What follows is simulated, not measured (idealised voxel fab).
Proc. module: voxel lift off
The cross-section shown here is cut; it is 195 nm wide and divided into square cells measuring 5 nm on a side.
In this document a cross-section is written as a grid of square cells. It is given as a series of bands, listed from the top down, and a band is one or more rows of cells. For a band, the entry starts with two heights in nm, that of the top and then that of the bottom, and carries on with the band's materials in order from left to right, each alongside its width in nm; the word "throughout" beside a single material means it fills the band edge to edge, and "blank" means empty space. Height 0 is the level under which the wafer as received is all one material. The lowest band goes on downwards, as in "0 and below". The two numbers in a width such as "30..40" mark its ends across the band: the first belongs to the top row of cells, the second to the bottom row, and from each row to the next the width moves by the same amount. Key: "left unchanged" - step with no changed cell in the cross-section. "Trapped void list": sealed empty spaces, 8 cells or more, no open way to top, listed width x height at distance, with distance from the left edge and width, height and distance in nm. On each step's line, the part that comes after the settings is the simulator's own comment on the step. overlay nm: how far to the right of its planned place the mask lay on this masked step (negative: to the left).

Process steps foreseen in the plan:
| 1 | RECEIVE with material Si |
| 2 | CONFORMAL_DEP with material SiN, thk nm 10 |
| 3 | PATTERN with tone open, mask id LINES, material resist, width nm 15, pitch nm 45, thk nm 20, overlay nm 0 |
| 4 | DIRECTIONAL_DEP with material Ru, thk nm 5 |
| 5 | STRIP with etch materials resist |
| 6 | CONFORMAL_DEP with material SiCN, thk nm 5 |

The cross-section here shows the wafer as received, i.e. in its state after step 1:
	0 and below | Si throughout
	Trapped void list: none

Cross-sectional result after module completion. Note: starting condition and plan are unchanged from above; one processing mistake was made:
	20 down to 15 | blank (10) / SiCN (25) / blank (20) / SiCN (25) / blank (20) / SiCN (25) / blank (20) / SiCN (25) / blank (25)
	15 down to 10 | SiCN (15) / Ru (15) / SiCN (30) / Ru (15) / SiCN (30) / Ru (15) / SiCN (30) / Ru (15) / SiCN (30)
	10 down to 0 | SiN throughout
	0 and below | Si throughout
	Trapped void list: none
Against the plan, the run slipped here: step 3 deviated from plan and actually ran as PATTERN with tone open, mask id LINES, material resist, width nm 15, pitch nm 45, thk nm 20, overlay nm -5
